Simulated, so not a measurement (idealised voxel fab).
Process module heading - voxel released beams
Pictured: cross-section cut, 300 nm wide, on a grid of 5 nm square cells.
Format of a cross-section: grid, square cells. Given as bands. Order: top down. Band: one or more rows of cells. This entry defines a band. It first specifies the height of the band's top and the height of its bottom in nm, and then specifies the band's materials from left to right, stating each material with its width in nm. The word "edge to edge" identifies a single material that fills the band from edge to edge, while the word "air" identifies empty space. Heights from 0 (as-received wafer is one material below). Bottom band endless downward, as "0 and below". Per-row width for "30..40": begins at first number (top row of band), ends at second number (bottom row), increment between rows held constant. Step marked "remains unaltered"? Then no cell in the cross-section changed in it. What "Closed voids list" gives you is every empty space of 8 cells or more that is cut off from the top. Each appears as width x height at distance, with the distance taken from the left edge and width, height and distance all in nm. Text after the settings on a step's line: the simulator's own remark on that step. A step's line can hold "overlay nm"; with a mask on that step, the setting says how far right of the planned place the mask lay, while a negative setting says it lay to the left.

Listed below are the process steps as planned
1 RECEIVE,material Si
2 CONFORMAL_DEP,material SiN,thk nm 5
3 DIRECTIONAL_DEP,material SiO2,thk nm 10
4 DIRECTIONAL_DEP,material aC,thk nm 10
5 PATTERN,tone open,mask id ANCHOR,material resist,width nm 40,thk nm 25,overlay nm 0
6 DIRECTIONAL_ETCH,etch materials aC,depth nm 10
7 STRIP,etch materials resist
8 DIRECTIONAL_ETCH,etch materials SiO2,depth nm 10
9 STRIP,etch materials aC
10 CONFORMAL_DEP,material W,thk nm 15
11 DIRECTIONAL_DEP,material aC,thk nm 15
12 PATTERN,tone cover,mask id BEAM,material resist,width nm 90,thk nm 30,overlay nm 0
13 DIRECTIONAL_ETCH,etch materials aC,depth nm 15
14 STRIP,etch materials resist
15 DIRECTIONAL_ETCH,etch materials W,depth nm 15
16 STRIP,etch materials aC
17 STRIP,etch materials SiO2

First of two wafers: run as planned

Cross-section of the wafer at receipt, which is the condition after step 1
- 0 and below | Si edge to edge
- Closed voids list: none

Upon completion of step 2, the wafer appears in cross-section as shown
- 5 down to 0 | SiN edge to edge
- No changes below 0.

Upon completion of step 3, the wafer appears in cross-section as shown
- 15 down to 5 | SiO2 edge to edge
- No changes below 5.

Upon completion of step 4, the wafer appears in cross-section as shown
- 25 down to 15 | aC edge to edge
- No changes below 15.

Upon completion of step 5, the wafer appears in cross-section as shown
- 50 down to 25 | resist: 105, then air: 40, then resist: 155
- No changes below 25.

Upon completion of step 6, the wafer appears in cross-section as shown
- 40 down to 25 | resist: 105, then air: 40, then resist: 155
- 25 down to 15 | aC: 105, then air: 40, then aC: 155
- No changes below 15.

Upon completion of step 7, the wafer appears in cross-section as shown
- 25 down to 15 | aC: 105, then air: 40, then aC: 155
- No changes below 15.

Upon completion of step 8, the wafer appears in cross-section as shown
- 25 down to 15 | aC: 105, then air: 40, then aC: 155
- 15 down to 5 | SiO2: 105, then air: 40, then SiO2: 155
- No changes below 5.

Upon completion of step 9, the wafer appears in cross-section as shown
- 15 down to 5 | SiO2: 105, then air: 40, then SiO2: 155
- No changes below 5.

Upon completion of step 10, the wafer appears in cross-section as shown
- 30 down to 20 | W: 120, then air: 10, then W: 170
- 20 down to 15 | W edge to edge
- 15 down to 5 | SiO2: 105, then W: 40, then SiO2: 155
- No changes below 5.

Upon completion of step 11, the wafer appears in cross-section as shown
- 45 down to 35 | aC: 120, then air: 10, then aC: 170
- 35 down to 30 | aC edge to edge
- 30 down to 20 | W: 120, then aC: 10, then W: 170
- No changes below 20.

Upon completion of step 12, the wafer appears in cross-section as shown
- 75 down to 45 | air: 100, then resist: 90, then air: 110
- 45 down to 35 | aC: 120, then resist: 10, then aC: 170
- No changes below 35.

Upon completion of step 13, the wafer appears in cross-section as shown
- 60 down to 45 | air: 100, then resist: 90, then air: 110
- 45 down to 35 | air: 100, then aC: 20, then resist: 10, then aC: 60, then air: 110
- 35 down to 30 | air: 100, then aC: 90, then air: 110
- No changes below 30.

Upon completion of step 14, the wafer appears in cross-section as shown
- 45 down to 35 | air: 100, then aC: 20, then air: 10, then aC: 60, then air: 110
- No changes below 35.

Upon completion of step 15, the wafer appears in cross-section as shown
- 45 down to 35 | air: 100, then aC: 20, then air: 10, then aC: 60, then air: 110
- 35 down to 30 | air: 100, then aC: 90, then air: 110
- 30 down to 20 | air: 100, then W: 20, then aC: 10, then W: 60, then air: 110
- 20 down to 15 | air: 100, then W: 90, then air: 110
- No changes below 15.

Upon completion of step 16, the wafer appears in cross-section as shown
- 30 down to 20 | air: 100, then W: 20, then air: 10, then W: 60, then air: 110
- No changes below 20.

Upon completion of step 17, the wafer appears in cross-section as shown
- 30 down to 20 | air: 100, then W: 20, then air: 10, then W: 60, then air: 110
- 20 down to 15 | air: 100, then W: 90, then air: 110
- 15 down to 5 | air: 105, then W: 40, then air: 155
- No changes below 5.

Second wafer: same start and same plan as the first, one execution error; identical to the first through step 14

Second wafer at the planned finish of step 15, seen in cross-section
- 45 down to 35 | air: 100, then aC: 20, then air: 10, then aC: 60, then air: 110
- 35 down to 30 | air: 100, then aC: 90, then air: 110
- 30 down to 25 | air: 100, then W: 20, then aC: 10, then W: 60, then air: 110
- No changes below 25.

Second wafer at the planned finish of step 16, seen in cross-section
- 30 down to 25 | air: 100, then W: 20, then air: 10, then W: 60, then air: 110
- 25 down to 20 | W: 120, then air: 10, then W: 170
- No changes below 20.

Second wafer at the planned finish of step 17, seen in cross-section: remains unaltered
The plan and the run diverged here: planned and actual differ for step 15; actual: DIRECTIONAL_ETCH,etch materials W,depth nm 5
The second wafer ends with more or fewer cells of some materials than the first, per final count: SiO2 +104 | W +84
